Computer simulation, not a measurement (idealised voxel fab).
process module | voxel self aligned vias
cross-section cut | 170 nm wide | cells 5 nm
A cross-section is a grid of square cells, given in bands from the top down. A band is one or more rows of cells.
Each band's line starts with the height of the band's top and of its bottom, in nm. Then come its materials from left to right, each with its width in nm. One material with "throughout" fills the band from edge to edge. "air" is empty space.
Height 0 is the level under which the wafer as received is all one material. The lowest band goes on downwards, as in "0 down".
A width such as "30 to 40" changes by the same amount from each row of cells to the next, from the band's top row to its bottom row.
"no change" after a step means that no cell of the cross-section changed.
closed voids: empty space of 8 cells or more with no open way to the top, each as width x height at its distance from the left edge, in nm
after a step's settings: what the simulator itself notes on the step
overlay nm, on a step with a mask: how far to the right of its planned place the mask lay; to the left if negative
plan
1 op RECEIVE | material Si
2 op CONFORMAL_DEP | material SiO2 | thk nm 10
3 op CONFORMAL_DEP | material SiCN | thk nm 5
4 op DIRECTIONAL_DEP | material lowk | thk nm 20
5 op MASKED_ETCH | tone open | mask id LINES | width nm 30 | pitch nm 80 | etch materials lowk | depth nm 20 | overlay nm 0
6 op CONFORMAL_DEP | material TiN | thk nm 5
7 op FILL_DEP | material Ru | thk nm 10
8 op CMP | height nm 35
9 op SELECTIVE_ETCH | etch materials W Ru TiN | depth nm 5
10 op FILL_DEP | material SiN | thk nm 5
11 op CMP | height nm 35
12 op DIRECTIONAL_DEP | material lowk | thk nm 20
13 op DIRECTIONAL_DEP | material aC | thk nm 10
14 op PATTERN | tone open | mask id VIAS | material resist | width nm 50 | thk nm 30 | overlay nm 0
15 op DIRECTIONAL_ETCH | etch materials aC | depth nm 10
16 op STRIP | etch materials resist
17 op DIRECTIONAL_ETCH | etch materials lowk | depth nm 20
18 op DIRECTIONAL_ETCH | etch materials SiN | depth nm 5
19 op STRIP | etch materials aC
20 op CONFORMAL_DEP | material TiN | thk nm 5
21 op FILL_DEP | material Ru | thk nm 10
22 op CMP | height nm 55
23 op CONFORMAL_DEP | material SiCN | thk nm 5
first wafer, as planned
as received, after step 1
  0 down: Si throughout
  closed voids: none
after step 2
  10 to 0: SiO2 throughout
  below 0: unchanged
after step 3
  15 to 10: SiCN throughout
  below 10: unchanged
after step 4
  35 to 15: lowk throughout
  below 15: unchanged
after step 5
  35 to 15: lowk 30 | air 30 | lowk 50 | air 30 | lowk 30
  below 15: unchanged
after step 6
  40 to 35: TiN 35 | air 20 | TiN 60 | air 20 | TiN 35
  35 to 20: lowk 30 | TiN 5 | air 20 | TiN 5 | lowk 50 | TiN 5 | air 20 | TiN 5 | lowk 30
  20 to 15: lowk 30 | TiN 30 | lowk 50 | TiN 30 | lowk 30
  below 15: unchanged
after step 7
  50 to 40: Ru throughout
  40 to 35: TiN 35 | Ru 20 | TiN 60 | Ru 20 | TiN 35
  35 to 20: lowk 30 | TiN 5 | Ru 20 | TiN 5 | lowk 50 | TiN 5 | Ru 20 | TiN 5 | lowk 30
  below 20: unchanged
after step 8
  35 to 20: lowk 30 | TiN 5 | Ru 20 | TiN 5 | lowk 50 | TiN 5 | Ru 20 | TiN 5 | lowk 30
  below 20: unchanged
after step 9
  35 to 30: lowk 30 | air 30 | lowk 50 | air 30 | lowk 30
  below 30: unchanged
after step 10
  40 to 35: SiN throughout
  35 to 30: lowk 30 | SiN 30 | lowk 50 | SiN 30 | lowk 30
  below 30: unchanged
after step 11
  35 to 30: lowk 30 | SiN 30 | lowk 50 | SiN 30 | lowk 30
  below 30: unchanged
after step 12
  55 to 35: lowk throughout
  below 35: unchanged
after step 13
  65 to 55: aC throughout
  below 55: unchanged
after step 14
  95 to 65: resist 20 | air 50 | resist 100
  below 65: unchanged
after step 15
  85 to 65: resist 20 | air 50 | resist 100
  65 to 55: aC 20 | air 50 | aC 100
  below 55: unchanged
after step 16
  65 to 55: aC 20 | air 50 | aC 100
  below 55: unchanged
after step 17
  65 to 55: aC 20 | air 50 | aC 100
  55 to 35: lowk 20 | air 50 | lowk 100
  below 35: unchanged
after step 18
  65 to 55: aC 20 | air 50 | aC 100
  55 to 35: lowk 20 | air 50 | lowk 100
  35 to 30: lowk 30 | air 30 | lowk 50 | SiN 30 | lowk 30
  below 30: unchanged
after step 19
  55 to 35: lowk 20 | air 50 | lowk 100
  below 35: unchanged
after step 20
  60 to 55: TiN 25 | air 40 | TiN 105
  55 to 40: lowk 20 | TiN 5 | air 40 | TiN 5 | lowk 100
  40 to 35: lowk 20 | TiN 15 | air 20 | TiN 15 | lowk 100
  35 to 30: lowk 30 | TiN 30 | lowk 50 | SiN 30 | lowk 30
  below 30: unchanged
after step 21
  70 to 60: Ru throughout
  60 to 55: TiN 25 | Ru 40 | TiN 105
  55 to 40: lowk 20 | TiN 5 | Ru 40 | TiN 5 | lowk 100
  40 to 35: lowk 20 | TiN 15 | Ru 20 | TiN 15 | lowk 100
  below 35: unchanged
after step 22
  55 to 40: lowk 20 | TiN 5 | Ru 40 | TiN 5 | lowk 100
  below 40: unchanged
after step 23
  60 to 55: SiCN throughout
  below 55: unchanged
second wafer: like start, like plan, one mistake. Through step 16 it matches the first wafer
when step 17 should have ended
  65 to 55: aC 20 | air 50 | aC 100
  55 to 35: lowk 20 | air 50 | lowk 100
  35 to 30: lowk 20 | air 10 | SiN 30 | air 10 | lowk 40 | SiN 30 | lowk 30
  30 to 20: lowk 20 | air 10 | TiN 5 | Ru 20 | TiN 5 | air 10 | lowk 40 | TiN 5 | Ru 20 | TiN 5 | lowk 30
  20 to 15: lowk 20 | air 10 | TiN 30 | air 10 | lowk 40 | TiN 30 | lowk 30
  below 15: unchanged
when step 18 should have ended
  65 to 55: aC 20 | air 50 | aC 100
  55 to 35: lowk 20 | air 50 | lowk 100
  35 to 30: lowk 20 | air 50 | lowk 40 | SiN 30 | lowk 30
  below 30: unchanged
when step 19 should have ended
  55 to 35: lowk 20 | air 50 | lowk 100
  below 35: unchanged
when step 20 should have ended
  60 to 55: TiN 25 | air 40 | TiN 105
  55 to 35: lowk 20 | TiN 5 | air 40 | TiN 5 | lowk 100
  35 to 30: lowk 20 | TiN 50 | lowk 40 | SiN 30 | lowk 30
  30 to 20: lowk 20 | TiN 15 | Ru 20 | TiN 15 | lowk 40 | TiN 5 | Ru 20 | TiN 5 | lowk 30
  20 to 15: lowk 20 | TiN 50 | lowk 40 | TiN 30 | lowk 30
  below 15: unchanged
when step 21 should have ended
  70 to 60: Ru throughout
  60 to 55: TiN 25 | Ru 40 | TiN 105
  55 to 35: lowk 20 | TiN 5 | Ru 40 | TiN 5 | lowk 100
  below 35: unchanged
when step 22 should have ended
  55 to 35: lowk 20 | TiN 5 | Ru 40 | TiN 5 | lowk 100
  below 35: unchanged
when step 23 should have ended
  60 to 55: SiCN throughout
  below 55: unchanged
what went wrong: step 17 was run twice
at the end the second wafer has, in cells: 4 more of Ru | 12 more of TiN | 16 fewer of lowk
